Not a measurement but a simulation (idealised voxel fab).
Proc. module: voxel transistor to metal
Shown is cross-section cut, with a width of 205 nm and square cells of size 5 nm.
When this document writes out a cross-section, it uses a grid of square cells and lists it as bands, beginning at the top and moving down, with a band standing for one or more rows of cells.
Band: top and bottom heights (nm) first, top before bottom; then materials from left to right, widths in nm. "all across" marks a sole material filling the band edge to edge. "empty" denotes empty space.
Ref level 0: as-received wafer is one material below here. Bottom band extends down with no lower bound ("z 0 and below").
With a width like "30..40", each row of cells in the band differs from the next by the same amount, the top row carrying the first number and the bottom row the second.
Step marked "everything unchanged"? Then no cell in the cross-section changed in it.
"Sealed cavities": empty spaces of 8 cells or more with no open way to the top, each given as width x height at distance, distance from the left edge, all in nm.
Post-settings text on a step line: simulator's own remark regarding the step.
What "overlay nm" on a step's line means: if the step has a mask, that mask lay this far to the right of its planned place, or, when the value is negative, to the left.

**Process steps - plan**
1 RECEIVE, material Si
2 OXIDIZE, depth nm 5
3 CONFORMAL_DEP, material SiN, thk nm 15
4 DIRECTIONAL_DEP, material aC, thk nm 10
5 PATTERN, tone cover, mask id ACTIVE, material resist, width nm 105, thk nm 30, overlay nm 0
6 DIRECTIONAL_ETCH, etch materials aC, depth nm 10
7 STRIP, etch materials resist
8 DIRECTIONAL_ETCH, etch materials SiN, depth nm 15
9 DIRECTIONAL_ETCH, etch materials SiO2, depth nm 5
10 DIRECTIONAL_ETCH, etch materials Si, depth nm 35
11 STRIP, etch materials aC
12 FILL_DEP, material SiO2, thk nm 15
13 CMP, height nm 15
14 SELECTIVE_ETCH, etch materials SiO2, depth nm 5
15 STRIP, etch materials SiN
16 SELECTIVE_ETCH, etch materials SiO2, depth nm 5
17 OXIDIZE, depth nm 5
18 DIRECTIONAL_DEP, material polySi, thk nm 25
19 DIRECTIONAL_DEP, material SiCN, thk nm 15
20 MASKED_ETCH, tone cover, mask id GATE, width nm 25, etch materials SiCN, depth nm 25, overlay nm 0
21 MASKED_ETCH, tone cover, mask id GATE, width nm 25, etch materials polySi, depth nm 35, overlay nm 0
22 CONFORMAL_DEP, material SiN, thk nm 5
23 DIRECTIONAL_ETCH, etch materials SiN, depth nm 5
24 DIRECTIONAL_ETCH, etch materials SiO2, depth nm 5
25 EPI, material SiGe, thk nm 5
26 FILL_DEP, material SiO2, thk nm 5
27 CMP, height nm 35
28 DIRECTIONAL_DEP, material SiO2, thk nm 10
29 MASKED_ETCH, tone open, mask id CONTACT, width nm 30, pitch nm 65, etch materials SiO2, depth nm 50, overlay nm 0
30 CONFORMAL_DEP, material TiN, thk nm 5
31 FILL_DEP, material W, thk nm 5
32 CMP, height nm 45
33 DIRECTIONAL_DEP, material TiN, thk nm 5
34 DIRECTIONAL_DEP, material W, thk nm 25
35 MASKED_ETCH, tone cover, mask id METAL_1, width nm 15, pitch nm 80, etch materials W, depth nm 25, overlay nm 0
36 MASKED_ETCH, tone cover, mask id METAL_1, width nm 15, pitch nm 80, etch materials TiN, depth nm 5, overlay nm 0
37 FILL_DEP, material lowk, thk nm 5
38 CMP, height nm 75
39 CONFORMAL_DEP, material SiCN, thk nm 5
40 DIRECTIONAL_DEP, material lowk, thk nm 25
41 DIRECTIONAL_DEP, material aC, thk nm 15
42 PATTERN, tone open, mask id METAL_2, material resist, width nm 15, pitch nm 80, thk nm 30, overlay nm 0
43 DIRECTIONAL_ETCH, etch materials aC, depth nm 15
44 STRIP, etch materials resist
45 DIRECTIONAL_ETCH, etch materials lowk, depth nm 15
46 STRIP, etch materials aC
47 DIRECTIONAL_DEP, material aC, thk nm 10
48 PATTERN, tone open, mask id METAL_2_HOLES, material resist, width nm 15, pitch nm 80, thk nm 30, overlay nm 0
49 DIRECTIONAL_ETCH, etch materials aC, depth nm 10
50 STRIP, etch materials resist
51 DIRECTIONAL_ETCH, etch materials lowk, depth nm 10
52 DIRECTIONAL_ETCH, etch materials SiCN, depth nm 5
53 STRIP, etch materials aC
54 CONFORMAL_DEP, material TiN, thk nm 5
55 FILL_DEP, material Cu, thk nm 5
56 CMP, height nm 105
57 CONFORMAL_DEP, material SiCN, thk nm 5

**Wafer cross-section on receipt, i.e. after step 1**
- z 0 and below: Si all across
- Sealed cavities: none

**Same starting wafer, same plan as above, one mistake in the execution; this is the cross-section at the end of the module**
- z 110 to 105: SiCN all across
- z 105 to 80: 55 nm lowk  5 nm TiN  5 nm Cu  5 nm TiN  65 nm lowk  5 nm TiN  5 nm Cu  5 nm TiN  55 nm lowk
- z 80 to 75: 55 nm SiCN  15 nm TiN  65 nm SiCN  15 nm TiN  55 nm SiCN
- z 75 to 50: 55 nm lowk  15 nm W  65 nm lowk  15 nm W  55 nm lowk
- z 50 to 45: 55 nm lowk  15 nm TiN  65 nm lowk  15 nm TiN  55 nm lowk
- z 45 to 35: 55 nm SiO2  5 nm TiN  20 nm W  5 nm TiN  35 nm SiO2  5 nm TiN  20 nm W  5 nm TiN  55 nm SiO2
- z 35 to 25: 55 nm SiO2  5 nm TiN  20 nm W  5 nm TiN  5 nm SiN  25 nm SiCN  5 nm SiN  5 nm TiN  20 nm W  5 nm TiN  55 nm SiO2
- z 25 to 5: 55 nm SiO2  5 nm TiN  20 nm W  5 nm TiN  5 nm SiN  25 nm polySi  5 nm SiN  5 nm TiN  20 nm W  5 nm TiN  55 nm SiO2
- z 5 to 0: 45 nm SiO2  5 nm SiN  5 nm SiO2  5 nm TiN  20 nm W  5 nm TiN  5 nm SiN  25 nm polySi  5 nm SiN  5 nm TiN  20 nm W  5 nm TiN  5 nm SiO2  5 nm SiN  45 nm SiO2
- z 0 to -5: 45 nm SiO2  5 nm SiN  5 nm SiO2  30 nm TiN  5 nm SiN  25 nm polySi  5 nm SiN  30 nm TiN  5 nm SiO2  5 nm SiN  45 nm SiO2
- z -5 to -10: 50 nm SiO2  35 nm SiGe  35 nm SiO2  35 nm SiGe  50 nm SiO2
- z -10 to -40: 50 nm SiO2  105 nm Si  50 nm SiO2
- z -40 and below: Si all across
- Sealed cavities: none
Finding, execution versus plan: the process deviated at step 18: the operation and settings actually run there were DIRECTIONAL_DEP, material polySi, thk nm 30
